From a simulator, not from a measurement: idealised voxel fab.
Process module under the name voxel gate over fins
This is section cut - it's 175 nm across, gridded in 5 nm square cells.
Just so we're on the same page, the cross-sections are grids of square cells, and they're listed out in bands top to bottom, each band one or more rows deep.
Each band's line starts with the height of the band's top and of its bottom, in nm. Then come its materials from left to right, each with its width in nm. One material with "all across" fills the band from edge to edge. "blank" is empty space.
For the purposes of this specification, 0 denotes the height below which the wafer in its as-received condition is composed wholly of one material, and the lowermost band, lacking a lower limit, extends downward without end, as expressed in "0 and below".
It should be noted that a width expressed as "30 to 40" varies in equal increments from row to row of cells within the band, taking the value of the first number at the top row and that of the second number at the bottom row.
Where a step carries "stayed the same", the cross-section came out of it unchanged, cell for cell.
"Unvented voids" means: voids of 8 cells or more that are shut off from the top with no open way through. Written width x height at distance, distance from the left edge, in nm.
Read whatever lies past the settings on a step's line as the simulator's own remark about the step.
overlay nm: step with mask; distance mask lay right of planned place; negative value = left of planned place.
Planned step list for the process:
step 1: RECEIVE,material Si
step 2: CONFORMAL_DEP,material SiN,thk nm 10
step 3: MASKED_ETCH,tone cover,mask id FINS,width nm 15,pitch nm 45,etch materials SiN,depth nm 10,overlay nm 0
step 4: MASKED_ETCH,tone cover,mask id FINS,width nm 15,pitch nm 45,etch materials Si,depth nm 30,overlay nm 0
step 5: OXIDIZE,depth nm 5
step 6: FILL_DEP,material SiO2,thk nm 5
step 7: CMP,height nm 10
step 8: SELECTIVE_ETCH,etch materials SiO2,depth nm 20
step 9: STRIP,etch materials SiN
step 10: CONFORMAL_DEP,material HfO2,thk nm 5
step 11: CONFORMAL_DEP,material TiN,thk nm 5
step 12: CONFORMAL_DEP,material TiAl,thk nm 5
step 13: CONFORMAL_DEP,material TiN,thk nm 5
step 14: FILL_DEP,material W,thk nm 10
step 15: CMP,height nm 25
step 16: CONFORMAL_DEP,material SiCN,thk nm 5
The value of width nm given for step 3 in the plan refers to the first wafer; the wafers vary in this setting and are alike at the start.
Received wafers, first of several: cross-section after step 1:
	0 and below = Si all across
	Unvented voids: none
The table below has one row for each wafer; a row shows, as of the end of the module, how many cells of each material the wafer has gained, marked (+), or lost, marked (-), since it was received, and then the wafer's closed voids:
width nm 15; +47 HfO2; -224 Si; +35 SiCN; +160 SiO2; +47 TiAl; +94 TiN; +51 W; Unvented voids: none
width nm 20; +47 HfO2; -203 Si; +35 SiCN; +145 SiO2; +47 TiAl; +90 TiN; +49 W; Unvented voids: none
width nm 25; +47 HfO2; -182 Si; +35 SiCN; +130 SiO2; +47 TiAl; +86 TiN; +47 W; Unvented voids: none
width nm 30; +47 HfO2; -161 Si; +35 SiCN; +115 SiO2; +43 TiAl; +86 TiN; +45 W; Unvented voids: none
